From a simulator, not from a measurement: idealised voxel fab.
The name of this process module is voxel spacer lines.
Square cells of 5 nm make up the cross-section cut, whose width is 155 nm.
Cross-section, as written here: a square-cell grid given band by band from the top down, where a band holds one or more rows of cells.
It is stipulated that each band's entry specify, in nanometres, the height of the top of the band and then that of its bottom, followed by the materials of the band in left-to-right sequence, each together with its width in nanometres. A single material marked by the word "full width" is understood to fill the band from edge to edge; the word "empty" is understood to denote empty space.
We count height from 0. Below that, the starting wafer is all one material. The lowest band never ends at the bottom but goes on down; see "top 0, no bottom" for how that is written.
Top row gets the first number, bottom row gets the second, and each row in between changes by the same step: that is how a band width like "30..40" works.
The cross-section has no changed cell in any step marked "no change".
Heads up: "Closed internal cavities" only lists the empty pockets with no open path to the top that are 8 cells or more, and it writes them as width x height at distance, distance from the left edge, in nm.
What comes after the settings on a step's line is commentary from the simulator itself on that step.
For masked steps, "overlay nm" on the step line gives how far right of plan the mask actually lay; a minus sign means it lay to the left.
[Planned step list for the process]
1) RECEIVE,material Si
2) CONFORMAL_DEP,material Al2O3,thk nm 10
3) DIRECTIONAL_DEP,material W,thk nm 20
4) DIRECTIONAL_DEP,material aC,thk nm 30
5) PATTERN,tone cover,mask id MANDREL,material resist,width nm 20,pitch nm 60,thk nm 40,overlay nm -15
6) DIRECTIONAL_ETCH,etch materials aC,depth nm 30
7) STRIP,etch materials resist
8) CONFORMAL_DEP,material SiN,thk nm 10
9) DIRECTIONAL_ETCH,etch materials SiN,depth nm 10
10) STRIP,etch materials aC
11) DIRECTIONAL_ETCH,etch materials W,depth nm 20
12) STRIP,etch materials SiN
The wafers are alike at the start. At step 5, their overlay nm differs. The plan lists the first wafer's value.
[Cross-sectional view of the first of several wafers in the as-received condition, corresponding to the state following step 1]
top 0, no bottom  Si full width
Closed internal cavities: none
[Cross-section, first of several wafers, end of module, after last step 12]
top 30, bottom 10  empty 10 nm; W 10 nm; empty 20 nm; W 10 nm; empty 20 nm; W 10 nm; empty 20 nm; W 10 nm; empty 45 nm
top 10, bottom 0  Al2O3 full width
top 0, no bottom  Si full width
Closed internal cavities: none
[Cross-section of the final wafer among several, taken at the end of the module]
top 30, bottom 10  empty 40 nm; W 10 nm; empty 20 nm; W 10 nm; empty 20 nm; W 10 nm; empty 20 nm; W 10 nm; empty 15 nm
top 10, bottom 0  Al2O3 full width
top 0, no bottom  Si full width
Closed internal cavities: none
[Where each wafer stands at the end of the module, a row apiece: cells of each material gained (+) or lost (-) since it was received, then closed voids]
overlay nm -15; +62 Al2O3; +32 W; Closed internal cavities: none
overlay nm -10; +62 Al2O3; +32 W; Closed internal cavities: none
overlay nm -5; +62 Al2O3; +32 W; Closed internal cavities: none
overlay nm 0; +62 Al2O3; +32 W; Closed internal cavities: none
overlay nm 5; +62 Al2O3; +32 W; Closed internal cavities: none
overlay nm 10; +62 Al2O3; +32 W; Closed internal cavities: none
overlay nm 15; +62 Al2O3; +32 W; Closed internal cavities: none
